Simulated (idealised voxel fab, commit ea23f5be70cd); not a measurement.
Herein follows the process module entitled voxel transistor to metal.
Displayed cross-section: cut, width of 290 nm, square cells sized 5 nm.
Cross-section = grid of square cells, listed top down in bands; band = one or more rows. Read a band's entry like this: the first values are the height of its top and the height of its bottom in nm, and what follows is the sequence of materials from left to right, each with its width in nm. Note that "empty" is empty space, and that a single material marked "throughout" reaches across the band from edge to edge. A quick word on heights: they are counted from 0, and under that level the wafer as it came to us is one material throughout. The lowest band is different from the rest in having no bottom; it simply continues downward, written as in "0 nm and below". Graded width ("30 to 40"): value in top row of band = first number; value in bottom row = second number; row-to-row change constant. Step note "nothing got changed" = no cross-section cell changed. Heads up: "Listed closed voids" only lists the empty pockets with no open path to the top that are 8 cells or more, and it writes them as width x height at distance, distance from the left edge, in nm. That trailing text on a step's line, after the settings, is the simulator's own remark on the step. The "overlay nm" setting may appear on a step's line; for a step that uses a mask, it gives how far to the right of its planned position the mask lay, and a negative value indicates the left.

### The planned process steps are enumerated hereunder
1. RECEIVE [material Si]
2. OXIDIZE [depth nm 5]
3. CONFORMAL_DEP [material SiN] [thk nm 10]
4. MASKED_ETCH [tone cover] [mask id ACTIVE] [width nm 95] [pitch nm 115] [etch materials SiN] [depth nm 10] [overlay nm 0]
5. MASKED_ETCH [tone cover] [mask id ACTIVE] [width nm 95] [pitch nm 115] [etch materials SiO2] [depth nm 5] [overlay nm 0]
6. MASKED_ETCH [tone cover] [mask id ACTIVE] [width nm 95] [pitch nm 115] [etch materials Si] [depth nm 35] [overlay nm 0]
7. FILL_DEP [material SiO2] [thk nm 10]
8. CMP [height nm 10]
9. SELECTIVE_ETCH [etch materials SiO2] [depth nm 5]
10. STRIP [etch materials SiN]
11. SELECTIVE_ETCH [etch materials SiO2] [depth nm 5]
12. OXIDIZE [depth nm 5]
13. DIRECTIONAL_DEP [material polySi] [thk nm 20]
14. DIRECTIONAL_DEP [material SiCN] [thk nm 10]
15. MASKED_ETCH [tone cover] [mask id GATE] [width nm 15] [pitch nm 115] [etch materials SiCN] [depth nm 20] [overlay nm 0]
16. MASKED_ETCH [tone cover] [mask id GATE] [width nm 15] [pitch nm 115] [etch materials polySi] [depth nm 30] [overlay nm 0]
17. CONFORMAL_DEP [material SiO2] [thk nm 5]
18. DIRECTIONAL_ETCH [etch materials SiO2] [depth nm 5]
19. CONFORMAL_DEP [material SiN] [thk nm 10]
20. DIRECTIONAL_ETCH [etch materials SiN] [depth nm 10]
21. DIRECTIONAL_ETCH [etch materials SiO2] [depth nm 5]
22. DIRECTIONAL_ETCH [etch materials Si] [depth nm 10]
23. EPI [material nSi] [thk nm 10]
24. FILL_DEP [material SiO2] [thk nm 10]
25. CMP [height nm 25]
26. DIRECTIONAL_DEP [material SiO2] [thk nm 15]
27. PATTERN [tone open] [mask id CONTACT] [material resist] [width nm 20] [thk nm 15] [overlay nm 0]
28. DIRECTIONAL_ETCH [etch materials SiO2] [depth nm 40]
29. STRIP [etch materials resist]
30. CONFORMAL_DEP [material TiN] [thk nm 5]
31. FILL_DEP [material W] [thk nm 10]
32. CMP [height nm 40]
33. CONFORMAL_DEP [material SiN] [thk nm 5]
34. DIRECTIONAL_DEP [material lowk] [thk nm 20]
35. DIRECTIONAL_DEP [material aC] [thk nm 10]
36. PATTERN [tone open] [mask id METAL_1] [material resist] [width nm 20] [thk nm 25] [overlay nm 0]
37. DIRECTIONAL_ETCH [etch materials aC] [depth nm 10]
38. STRIP [etch materials resist]
39. DIRECTIONAL_ETCH [etch materials lowk] [depth nm 20]
40. DIRECTIONAL_ETCH [etch materials SiN] [depth nm 5]
41. STRIP [etch materials aC]
42. CONFORMAL_DEP [material TiN] [thk nm 5]
43. FILL_DEP [material Cu] [thk nm 5]
44. CMP [height nm 65]
45. CONFORMAL_DEP [material SiCN] [thk nm 5]
46. DIRECTIONAL_DEP [material lowk] [thk nm 30]
47. DIRECTIONAL_DEP [material aC] [thk nm 15]
48. PATTERN [tone open] [mask id METAL_2] [material resist] [width nm 20] [pitch nm 115] [thk nm 35] [overlay nm 0]
49. DIRECTIONAL_ETCH [etch materials aC] [depth nm 15]
50. STRIP [etch materials resist]
51. DIRECTIONAL_ETCH [etch materials lowk] [depth nm 20]
52. STRIP [etch materials aC]
53. MASKED_ETCH [tone open] [mask id METAL_2_HOLES] [width nm 15] [pitch nm 115] [etch materials lowk] [depth nm 10] [overlay nm 0]
54. MASKED_ETCH [tone open] [mask id METAL_2_HOLES] [width nm 15] [pitch nm 115] [etch materials SiCN] [depth nm 5] [overlay nm 0]
55. CONFORMAL_DEP [material TiN] [thk nm 5]
56. FILL_DEP [material Cu] [thk nm 5]
57. CMP [height nm 100]
58. CONFORMAL_DEP [material SiCN] [thk nm 5]

### Cross-section of the wafer as it came to us, i.e., already through step 1
> 0 nm and below = Si throughout
> Listed closed voids: none

### Sectioned view, first of two wafers, at the close of the module, processed as intended in the plan
> 105 nm to 100 nm = SiCN throughout
> 100 nm to 85 nm = lowk: 45; TiN: 5; Cu: 10; TiN: 5; lowk: 95; TiN: 5; Cu: 10; TiN: 5; lowk: 110
> 85 nm to 80 nm = lowk: 45; TiN: 5; Cu: 5; TiN: 10; lowk: 95; TiN: 5; Cu: 5; TiN: 10; lowk: 110
> 80 nm to 70 nm = lowk: 45; TiN: 5; Cu: 5; TiN: 5; lowk: 100; TiN: 5; Cu: 5; TiN: 5; lowk: 115
> 70 nm to 65 nm = SiCN: 45; TiN: 15; SiCN: 100; TiN: 15; SiCN: 115
> 65 nm to 45 nm = lowk: 45; TiN: 5; Cu: 10; TiN: 5; lowk: 45; TiN: 5; Cu: 10; TiN: 5; lowk: 30; TiN: 5; Cu: 10; TiN: 5; lowk: 45; TiN: 5; Cu: 10; TiN: 5; lowk: 45
> 45 nm to 40 nm = SiN: 45; TiN: 20; SiN: 45; TiN: 20; SiN: 30; TiN: 20; SiN: 45; TiN: 20; SiN: 45
> 40 nm to 25 nm = SiO2: 45; TiN: 5; W: 10; TiN: 5; SiO2: 45; TiN: 5; W: 10; TiN: 5; SiO2: 30; TiN: 5; W: 10; TiN: 5; SiO2: 45; TiN: 5; W: 10; TiN: 5; SiO2: 45
> 25 nm to 15 nm = SiO2: 45; TiN: 5; W: 10; TiN: 5; SiN: 10; SiO2: 5; SiCN: 15; SiO2: 5; SiN: 10; TiN: 5; W: 10; TiN: 5; SiO2: 30; TiN: 5; W: 10; TiN: 5; SiN: 10; SiO2: 5; SiCN: 15; SiO2: 5; SiN: 10; TiN: 5; W: 10; TiN: 5; SiO2: 45
> 15 nm to 5 nm = SiO2: 45; TiN: 5; W: 10; TiN: 5; SiN: 10; SiO2: 5; polySi: 15; SiO2: 5; SiN: 10; TiN: 5; W: 10; TiN: 5; SiO2: 30; TiN: 5; W: 10; TiN: 5; SiN: 10; SiO2: 5; polySi: 15; SiO2: 5; SiN: 10; TiN: 5; W: 10; TiN: 5; SiO2: 45
> 5 nm to 0 nm = SiO2: 45; TiN: 20; SiN: 10; SiO2: 5; polySi: 15; SiO2: 5; SiN: 10; TiN: 20; SiO2: 30; TiN: 20; SiN: 10; SiO2: 5; polySi: 15; SiO2: 5; SiN: 10; TiN: 20; SiO2: 45
> 0 nm to -5 nm = SiO2: 40; SiN: 10; nSi: 15; SiN: 10; SiO2: 5; polySi: 15; SiO2: 5; SiN: 10; nSi: 15; SiN: 10; SiO2: 20; SiN: 10; nSi: 15; SiN: 10; SiO2: 5; polySi: 15; SiO2: 5; SiN: 10; nSi: 15; SiN: 10; SiO2: 40
> -5 nm to -10 nm = SiO2: 50; nSi: 15; SiO2: 45; nSi: 15; SiO2: 40; nSi: 15; SiO2: 45; nSi: 15; SiO2: 50
> -10 nm to -20 nm = SiO2: 40; Si: 10; nSi: 15; Si: 45; nSi: 15; Si: 10; SiO2: 20; Si: 10; nSi: 15; Si: 45; nSi: 15; Si: 10; SiO2: 40
> -20 nm to -40 nm = SiO2: 40; Si: 95; SiO2: 20; Si: 95; SiO2: 40
> -40 nm and below = Si throughout
> Listed closed voids: none

### Wafer two cross-section, module end. Start and plan unchanged from wafer one; one mistake made during the run
> 105 nm to 100 nm = SiCN throughout
> 100 nm to 90 nm = Cu: 55 to 40; TiN: 5 to 20; lowk: 5; TiN: 5; Cu: 100 to 85; TiN: 5 to 20; lowk: 5; TiN: 5; Cu: 105
> 90 nm to 85 nm = Cu: 40; TiN: 5; lowk: 20; TiN: 5; Cu: 85; TiN: 5; lowk: 20; TiN: 5; Cu: 105
> 85 nm to 80 nm = TiN: 45; lowk: 20; TiN: 95; lowk: 20; TiN: 110
> 80 nm to 70 nm = lowk throughout
> 70 nm to 65 nm = SiCN throughout
> 65 nm to 45 nm = lowk: 45; TiN: 5; Cu: 10; TiN: 5; lowk: 45; TiN: 5; Cu: 10; TiN: 5; lowk: 30; TiN: 5; Cu: 10; TiN: 5; lowk: 45; TiN: 5; Cu: 10; TiN: 5; lowk: 45
> 45 nm to 40 nm = SiN: 45; TiN: 20; SiN: 45; TiN: 20; SiN: 30; TiN: 20; SiN: 45; TiN: 20; SiN: 45
> 40 nm to 25 nm = SiO2: 45; TiN: 5; W: 10; TiN: 5; SiO2: 45; TiN: 5; W: 10; TiN: 5; SiO2: 30; TiN: 5; W: 10; TiN: 5; SiO2: 45; TiN: 5; W: 10; TiN: 5; SiO2: 45
> 25 nm to 15 nm = SiO2: 45; TiN: 5; W: 10; TiN: 5; SiN: 10; SiO2: 5; SiCN: 15; SiO2: 5; SiN: 10; TiN: 5; W: 10; TiN: 5; SiO2: 30; TiN: 5; W: 10; TiN: 5; SiN: 10; SiO2: 5; SiCN: 15; SiO2: 5; SiN: 10; TiN: 5; W: 10; TiN: 5; SiO2: 45
> 15 nm to 5 nm = SiO2: 45; TiN: 5; W: 10; TiN: 5; SiN: 10; SiO2: 5; polySi: 15; SiO2: 5; SiN: 10; TiN: 5; W: 10; TiN: 5; SiO2: 30; TiN: 5; W: 10; TiN: 5; SiN: 10; SiO2: 5; polySi: 15; SiO2: 5; SiN: 10; TiN: 5; W: 10; TiN: 5; SiO2: 45
> 5 nm to 0 nm = SiO2: 45; TiN: 20; SiN: 10; SiO2: 5; polySi: 15; SiO2: 5; SiN: 10; TiN: 20; SiO2: 30; TiN: 20; SiN: 10; SiO2: 5; polySi: 15; SiO2: 5; SiN: 10; TiN: 20; SiO2: 45
> 0 nm to -5 nm = SiO2: 40; SiN: 10; nSi: 15; SiN: 10; SiO2: 5; polySi: 15; SiO2: 5; SiN: 10; nSi: 15; SiN: 10; SiO2: 20; SiN: 10; nSi: 15; SiN: 10; SiO2: 5; polySi: 15; SiO2: 5; SiN: 10; nSi: 15; SiN: 10; SiO2: 40
> -5 nm to -10 nm = SiO2: 50; nSi: 15; SiO2: 45; nSi: 15; SiO2: 40; nSi: 15; SiO2: 45; nSi: 15; SiO2: 50
> -10 nm to -20 nm = SiO2: 40; Si: 10; nSi: 15; Si: 45; nSi: 15; Si: 10; SiO2: 20; Si: 10; nSi: 15; Si: 45; nSi: 15; Si: 10; SiO2: 40
> -20 nm to -40 nm = SiO2: 40; Si: 95; SiO2: 20; Si: 95; SiO2: 40
> -40 nm and below = Si throughout
> Listed closed voids: none
What was done differently from what was planned? not per plan at step 48, really ran PATTERN [tone cover] [mask id METAL_2] [material resist] [width nm 20] [pitch nm 115] [thk nm 35] [overlay nm 0]
In the final state, the cell counts of the second wafer exceed or fall short of those of the first for the following materials: Cu: 126 more | SiCN: 6 more | TiN: 36 more | lowk: 168 fewer
